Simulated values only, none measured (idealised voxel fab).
Process module heading - voxel gate over fins
Shown is cross-section cut, with a width of 215 nm and square cells of size 5 nm.
The cross-sections in this document take the form of a grid made of square cells. They are written out as bands, in order from top to bottom. Each band consists of one or more rows of cells. First you get the band's top height and its bottom height, in nm, and then the materials it's made of, left to right, with each width in nm. If you see a single material with "full width", that one covers the band edge to edge. "air" is empty space. Where do heights start? At 0: under that level the wafer as delivered is made of one material only. And the lowest band has no floor; it just carries on downward, as in "top 0, no bottom". You'd read "30 to 40" like this: the band's top row of cells is as wide as the first number, its bottom row is as wide as the second, and going down, every row changes width by the same amount as the row before did. Reading "no modification" for a step: not a cell of the cross-section changed in it. Enclosed voids (no open way to top), threshold 8 cells or more, entry "Fully sealed voids", notation width x height at distance, distance from left edge, nm. On each step's line, the part that comes after the settings is the simulator's own comment on the step. A step's line can hold "overlay nm"; with a mask on that step, the setting says how far right of the planned place the mask lay, while a negative setting says it lay to the left.

[These are the steps we planned for the process]
1,RECEIVE,material Si
2,CONFORMAL_DEP,material SiN,thk nm 10
3,DIRECTIONAL_DEP,material aC,thk nm 10
4,PATTERN,tone cover,mask id FINS,material resist,width nm 15,pitch nm 35,thk nm 30,overlay nm 0
5,DIRECTIONAL_ETCH,etch materials aC,depth nm 5
6,STRIP,etch materials resist
7,DIRECTIONAL_ETCH,etch materials SiN,depth nm 10
8,DIRECTIONAL_ETCH,etch materials Si,depth nm 35
9,STRIP,etch materials aC
10,FILL_DEP,material SiO2,thk nm 15
11,CMP,height nm 10
12,SELECTIVE_ETCH,etch materials SiO2,depth nm 20
13,STRIP,etch materials SiN
14,CONFORMAL_DEP,material HfO2,thk nm 5
15,CONFORMAL_DEP,material TiN,thk nm 5
16,CONFORMAL_DEP,material TiAl,thk nm 5
17,CONFORMAL_DEP,material TiN,thk nm 5
18,FILL_DEP,material W,thk nm 10
19,CMP,height nm 25
20,CONFORMAL_DEP,material SiN,thk nm 10
The value of depth nm given for step 5 in the plan refers to the first wafer; the wafers vary in this setting and are alike at the start.

[First wafer of several, as received: cross-section after step 1]
* top 0, no bottom  Si full width
* Fully sealed voids: none

[Basically each wafer gets a line in the table, showing it at the end of the module: material by material, the cells it gained (+) or lost (-) since we got it, then its closed voids]
depth nm 5, +43 HfO2, +86 SiN, +43 TiAl, +86 TiN, +43 W, Fully sealed voids: none
depth nm 10, +51 HfO2, -259 Si, +86 SiN, +185 SiO2, +47 TiAl, +98 TiN, +93 W, Fully sealed voids: none
depth nm 15, +51 HfO2, -259 Si, +86 SiN, +185 SiO2, +47 TiAl, +98 TiN, +93 W, Fully sealed voids: none
depth nm 20, +51 HfO2, -259 Si, +86 SiN, +185 SiO2, +47 TiAl, +98 TiN, +93 W, Fully sealed voids: none
depth nm 25, +51 HfO2, -259 Si, +86 SiN, +185 SiO2, +47 TiAl, +98 TiN, +93 W, Fully sealed voids: none
